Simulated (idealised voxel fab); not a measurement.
Process module, titled voxel capacitor over wiring
Xsec cut, 160 nm wide, square cell size 5 nm.
Cross-section, as written here: a square-cell grid given band by band from the top down, where a band holds one or more rows of cells. Each band's line starts with the height of the band's top and of its bottom, in nm. Then come its materials from left to right, each with its width in nm. One material with "throughout" fills the band from edge to edge. "air" is empty space. Where do heights start? At 0: under that level the wafer as delivered is made of one material only. And the lowest band has no floor; it just carries on downward, as in "0 -> down". With a width like "30..40", each row of cells in the band differs from the next by the same amount, the top row carrying the first number and the bottom row the second. Reading "everything unchanged" for a step: not a cell of the cross-section changed in it. "Closed void entries" enumerates empty spaces isolated from the top, with no open way to it, that contain at least 8 cells, giving each as width x height at distance from the left edge, all three in nm. That trailing text on a step's line, after the settings, is the simulator's own remark on the step. On any step carrying a mask, the "overlay nm" setting, if present on the step's line, tells how far right of its planned place the mask lay; negative values point to the left.
# So here's the lineup of process steps we planned
1: RECEIVE [material Si]
2: CONFORMAL_DEP [material SiO2] [thk nm 10]
3: CONFORMAL_DEP [material SiCN] [thk nm 5]
4: DIRECTIONAL_DEP [material lowk] [thk nm 15]
5: PATTERN [tone open] [mask id METAL_1] [material resist] [width nm 20] [pitch nm 85] [thk nm 20] [overlay nm 0]
6: DIRECTIONAL_ETCH [etch materials lowk] [depth nm 5]
7: DIRECTIONAL_ETCH [etch materials SiCN] [depth nm 5]
8: STRIP [etch materials resist]
9: CONFORMAL_DEP [material TiN] [thk nm 5]
10: FILL_DEP [material Cu] [thk nm 5]
11: CMP [height nm 30]
12: EPI [material Ru] [thk nm 5]
13: FILL_DEP [material SiCN] [thk nm 5]
14: DIRECTIONAL_DEP [material lowk] [thk nm 10]
15: PATTERN [tone open] [mask id PLUG_1] [material resist] [width nm 15] [thk nm 15] [overlay nm 0]
16: DIRECTIONAL_ETCH [etch materials lowk] [depth nm 10]
17: DIRECTIONAL_ETCH [etch materials SiCN] [depth nm 5]
18: STRIP [etch materials resist]
19: EPI [material Ru] [thk nm 10]
20: EPI [material Ru] [thk nm 5]
21: DIRECTIONAL_DEP [material TiN] [thk nm 10]
22: DIRECTIONAL_DEP [material SiN] [thk nm 5]
23: DIRECTIONAL_DEP [material TiN] [thk nm 5]
24: MASKED_ETCH [tone cover] [mask id UPPER_PLATE] [width nm 70] [etch materials TiN] [depth nm 5] [overlay nm 0]
25: MASKED_ETCH [tone cover] [mask id UPPER_PLATE] [width nm 70] [etch materials SiN] [depth nm 5] [overlay nm 0]
26: PATTERN [tone cover] [mask id LOWER_PLATE] [material resist] [width nm 80] [thk nm 15] [overlay nm 0]
27: DIRECTIONAL_ETCH [etch materials TiN] [depth nm 10]
28: STRIP [etch materials resist]
29: FILL_DEP [material SiO2] [thk nm 15]
30: CMP [height nm 80]
31: MASKED_ETCH [tone open] [mask id PLUG_2] [width nm 15] [etch materials SiO2] [depth nm 10] [overlay nm 0]
32: CONFORMAL_DEP [material TiN] [thk nm 5]
33: FILL_DEP [material W] [thk nm 10]
34: CMP [height nm 80]
35: CONFORMAL_DEP [material SiN] [thk nm 5]
Where the wafers of this document differ is in the depth nm of step 6; they start out the same, and the plan states the value that applied to the first wafer.
# Here's the first of the wafers in cross-section, just as we got it, i.e. after step 1
	0 -> down = Si throughout
	Closed void entries: none
# Rows = wafers. At module end, each row lists per material the cells gained (+) or lost (-) since the wafer was received, then the closed voids
depth nm 5; +21 Ru; +81 SiCN; +46 SiN; +190 SiO2; +59 TiN; +1 W; +146 lowk; Closed void entries: none
depth nm 10; +4 Cu; +21 Ru; +81 SiCN; +46 SiN; +190 SiO2; +63 TiN; +1 W; +138 lowk; Closed void entries: none
depth nm 15; +12 Cu; +21 Ru; +73 SiCN; +46 SiN; +190 SiO2; +71 TiN; +1 W; +130 lowk; Closed void entries: none
depth nm 20; +12 Cu; +21 Ru; +73 SiCN; +46 SiN; +190 SiO2; +71 TiN; +1 W; +130 lowk; Closed void entries: none
depth nm 25; +12 Cu; +21 Ru; +73 SiCN; +46 SiN; +190 SiO2; +71 TiN; +1 W; +130 lowk; Closed void entries: none
depth nm 30; +12 Cu; +21 Ru; +73 SiCN; +46 SiN; +190 SiO2; +71 TiN; +1 W; +130 lowk; Closed void entries: none
